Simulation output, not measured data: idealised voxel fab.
Process module heading - voxel plated lines
Cross-section cut: width 265 nm, square cells of 5 nm.
Cross-section spec: square-cell grid; bands listed top down; each band is one or more rows.
Top height, bottom height, nm. Materials left to right, width each, nm. Single material + "edge to edge" = fills band edge to edge. "empty" = empty.
Height reference: 0 = level under which incoming wafer is all one material. Lowest band: no bottom, runs on downward, e.g. "0 -> down".
The two numbers in a width such as "30->40" mark its ends across the band: the first belongs to the top row of cells, the second to the bottom row, and from each row to the next the width moves by the same amount.
No cell of the cross-section changed in a step that is given as "left unchanged".
In "Encapsulated voids" the enclosed voids are listed, meaning empty spaces of 8 cells or larger without any opening to the top. The form is width x height at distance, distance from the left edge, units nm.
On a step's line, text after the settings is the simulator commenting on that step.
A step's line can hold "overlay nm"; with a mask on that step, the setting says how far right of the planned place the mask lay, while a negative setting says it lay to the left.

List of planned process steps
1) RECEIVE | material Si
2) CONFORMAL_DEP | material SiO2 | thk nm 5
3) DIRECTIONAL_DEP | material TiN | thk nm 5
4) PATTERN | tone open | mask id LINES | material resist | width nm 20 | pitch nm 60 | thk nm 30 | overlay nm 0
5) EPI | material Ru | thk nm 10
6) EPI | material Ru | thk nm 10
7) STRIP | etch materials resist
8) DIRECTIONAL_ETCH | etch materials TiN | depth nm 5
9) CONFORMAL_DEP | material SiO2 | thk nm 10
Keep in mind the plan's value for the width nm of step 4 comes from the first wafer; the wafers don't share that setting, but they do share the same starting point.

Cross-section of the first incoming wafer of several, state after step 1
  0 -> down | Si edge to edge
  Encapsulated voids: none

First wafer at the end, after step 9
  40 -> 30 | 80 of empty; 40 of SiO2; 20 of empty; 40 of SiO2; 85 of empty
  30 -> 15 | 80 of empty; 10 of SiO2; 20 of Ru; 10 of SiO2; 20 of empty; 10 of SiO2; 20 of Ru; 10 of SiO2; 85 of empty
  15 -> 10 | 90 of SiO2; 20 of Ru; 40 of SiO2; 20 of Ru; 95 of SiO2
  10 -> 5 | 90 of SiO2; 20 of TiN; 40 of SiO2; 20 of TiN; 95 of SiO2
  5 -> 0 | SiO2 edge to edge
  0 -> down | Si edge to edge
  Encapsulated voids: none

Cross-section, module end, final of several wafers
  40 -> 30 | 70 of empty; 125 of SiO2; 70 of empty
  30 -> 15 | 70 of empty; 10 of SiO2; 45 of Ru; 15 of SiO2; 45 of Ru; 10 of SiO2; 70 of empty
  15 -> 10 | 80 of SiO2; 45 of Ru; 15 of SiO2; 45 of Ru; 80 of SiO2
  10 -> 5 | 80 of SiO2; 45 of TiN; 15 of SiO2; 45 of TiN; 80 of SiO2
  5 -> 0 | SiO2 edge to edge
  0 -> down | Si edge to edge
  Encapsulated voids: none

Below: a row per wafer. Contents at end of module: for every material, cells gained since receipt (+) or lost since receipt (-); then closed voids
width nm 20, +32 Ru, +199 SiO2, +8 TiN, Encapsulated voids: none
width nm 25, +40 Ru, +199 SiO2, +10 TiN, Encapsulated voids: none
width nm 30, +48 Ru, +199 SiO2, +12 TiN, Encapsulated voids: none
width nm 35, +56 Ru, +199 SiO2, +14 TiN, Encapsulated voids: none
width nm 40, +64 Ru, +199 SiO2, +16 TiN, Encapsulated voids: none
width nm 45, +72 Ru, +194 SiO2, +18 TiN, Encapsulated voids: none
